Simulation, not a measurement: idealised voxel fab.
Process module name: voxel ribs on slabs
cross-section cut | 160 nm wide | cells 5 nm
Cross-section spec: square-cell grid; bands listed top down; each band is one or more rows. Look at the band entry: it leads with the top's height and the bottom's height in nm. Then it lists the materials left to right, with a width in nm for each. The word "full width" on a single material says that material fills the band edge to edge. The word "blank" is empty space. Beneath 0, the wafer as received is one material, and that level is where height counting begins. The lowest band goes on downward without a bottom; it is written like "0..down". You'd read "30..40" like this: the band's top row of cells is as wide as the first number, its bottom row is as wide as the second, and going down, every row changes width by the same amount as the row before did. "stayed the same" -> step changed no cross-section cell. You'll see "Sealed-off cavities" listing empty spaces that have no way open to the top, as long as they're 8 cells or more; the notation is width x height at distance, where the distance is from the left edge, and all of it is in nm. If you see something after the settings on a step's line, that's the simulator's own remark about that step. overlay nm: how far to the right of its planned place the mask lay on this masked step (negative: to the left).

### The planned process steps are enumerated hereunder
1) RECEIVE with material Si
2) DIRECTIONAL_DEP with material SiO2, thk nm 20
3) DIRECTIONAL_DEP with material SiN, thk nm 20
4) MASKED_ETCH with tone cover, mask id RIB, width nm 25, etch materials SiN, depth nm 10, overlay nm 0
5) PATTERN with tone cover, mask id SLAB, material resist, width nm 65, thk nm 20, overlay nm 0
6) DIRECTIONAL_ETCH with etch materials SiN, depth nm 10
7) STRIP with etch materials resist
8) FILL_DEP with material SiO2, thk nm 20
9) CMP with height nm 50
10) DIRECTIONAL_DEP with material TiN, thk nm 10
11) MASKED_ETCH with tone cover, mask id HEATER, width nm 35, etch materials TiN, depth nm 10, overlay nm 0
12) CONFORMAL_DEP with material SiN, thk nm 5

### Run as planned: first of two wafers

### Cross-sectional view of the wafer in its as-received condition, corresponding to the state after step 1
  0..down  Si full width
  Sealed-off cavities: none

### Take a look at the wafer's cross-section after step 2
  20..0  SiO2 full width
  All layers under 0 are left as they were.

### Take a look at the wafer's cross-section after step 3
  40..20  SiN full width
  All layers under 20 are left as they were.

### Take a look at the wafer's cross-section after step 4
  40..30  blank: 65, SiN: 25, blank: 70
  All layers under 30 are left as they were.

### Take a look at the wafer's cross-section after step 5
  60..40  blank: 45, resist: 65, blank: 50
  40..30  blank: 45, resist: 20, SiN: 25, resist: 20, blank: 50
  All layers under 30 are left as they were.

### Take a look at the wafer's cross-section after step 6
  60..40  blank: 45, resist: 65, blank: 50
  40..30  blank: 45, resist: 20, SiN: 25, resist: 20, blank: 50
  30..20  blank: 45, SiN: 65, blank: 50
  All layers under 20 are left as they were.

### Take a look at the wafer's cross-section after step 7
  40..30  blank: 65, SiN: 25, blank: 70
  All layers under 30 are left as they were.

### Take a look at the wafer's cross-section after step 8
  60..40  SiO2 full width
  40..30  SiO2: 65, SiN: 25, SiO2: 70
  30..20  SiO2: 45, SiN: 65, SiO2: 50
  All layers under 20 are left as they were.

### Take a look at the wafer's cross-section after step 9
  50..40  SiO2 full width
  All layers under 40 are left as they were.

### Take a look at the wafer's cross-section after step 10
  60..50  TiN full width
  All layers under 50 are left as they were.

### Take a look at the wafer's cross-section after step 11
  60..50  blank: 60, TiN: 35, blank: 65
  All layers under 50 are left as they were.

### Take a look at the wafer's cross-section after step 12
  65..60  blank: 55, SiN: 45, blank: 60
  60..55  blank: 55, SiN: 5, TiN: 35, SiN: 5, blank: 60
  55..50  SiN: 60, TiN: 35, SiN: 65
  All layers under 50 are left as they were.

### Wafer two: like wafer one in start and plan, but with one mistake in execution; identical up to and including step 11

Cross-section of the second wafer at the time by which step 12 should have been completed according to the plan: stayed the same
The mistake made against the process plan was this: the run left out plan step 12 entirely, so it was never executed
Counted in cells at the end, the second wafer holds more or fewer of these materials than the first: SiN: 36 fewer
